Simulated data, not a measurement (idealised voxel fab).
Process module in this document: voxel gate over fins
cross-section cut | 155 nm wide | cells 5 nm
We lay out every cross-section as a grid of square cells and spell it out in bands from the top down, where one band means one or more rows of cells.
Read a band's entry like this: the first values are the height of its top and the height of its bottom in nm, and what follows is the sequence of materials from left to right, each with its width in nm. Note that "air" is empty space, and that a single material marked "all across" reaches across the band from edge to edge.
Heights are expressed relative to 0, this being the level below which the as-received wafer comprises one material exclusively. The lowest band is unbounded in the downward direction and is denoted as in "0..down".
You'd read "30->40" like this: the band's top row of cells is as wide as the first number, its bottom row is as wide as the second, and going down, every row changes width by the same amount as the row before did.
"no modifications" after a step means that no cell of the cross-section changed.
Empty spaces without an open route to the top, at least 8 cells in extent, make up the entry "Closed cavity list"; each is given as width x height at distance, where the distance is measured from the left edge, and all are in nm.
Text after the settings on a step's line: the simulator's own remark on that step.
overlay nm: mask right of planned place by this much (step with mask). Neg. = left.

Process steps foreseen in the plan:
1) RECEIVE | material Si
2) CONFORMAL_DEP | material SiN | thk nm 10
3) DIRECTIONAL_DEP | material aC | thk nm 10
4) PATTERN | tone cover | mask id FINS | material resist | width nm 15 | pitch nm 35 | thk nm 30 | overlay nm 0
5) DIRECTIONAL_ETCH | etch materials aC | depth nm 10
6) STRIP | etch materials resist
7) DIRECTIONAL_ETCH | etch materials SiN | depth nm 10
8) DIRECTIONAL_ETCH | etch materials Si | depth nm 40
9) STRIP | etch materials aC
10) FILL_DEP | material SiO2 | thk nm 10
11) CMP | height nm 10
12) SELECTIVE_ETCH | etch materials SiO2 | depth nm 25
13) STRIP | etch materials SiN
14) CONFORMAL_DEP | material HfO2 | thk nm 5
15) CONFORMAL_DEP | material TiN | thk nm 5
16) FILL_DEP | material W | thk nm 10
17) CMP | height nm 15
18) CONFORMAL_DEP | material SiN | thk nm 10

Here's what the wafer looked like in cross-section when it arrived - that's after step 1:
> 0..down = Si all across
> Closed cavity list: none

Post-module cross-section: identical start and plan to those above, one misstep in execution:
> 25..15 = SiN all across
> 15..10 = W all across
> 10..5 = 40 of W; 75 of TiN; 40 of W
> 5..0 = 40 of W; 5 of TiN; 30 of HfO2; 5 of TiN; 30 of HfO2; 5 of TiN; 40 of W
> 0..-5 = 40 of W; 5 of TiN; 5 of HfO2; 20 of Si; 5 of HfO2; 5 of TiN; 5 of HfO2; 20 of Si; 5 of HfO2; 5 of TiN; 40 of W
> -5..-10 = 45 of TiN; 5 of HfO2; 20 of Si; 5 of HfO2; 5 of TiN; 5 of HfO2; 20 of Si; 5 of HfO2; 45 of TiN
> -10..-15 = 50 of HfO2; 20 of Si; 15 of HfO2; 20 of Si; 50 of HfO2
> -15..-40 = 50 of SiO2; 20 of Si; 15 of SiO2; 20 of Si; 50 of SiO2
> -40..down = Si all across
> Closed cavity list: none
Finding, execution versus plan: contrary to plan, step 4 was performed as PATTERN | tone cover | mask id FINS | material resist | width nm 20 | pitch nm 35 | thk nm 30 | overlay nm 0
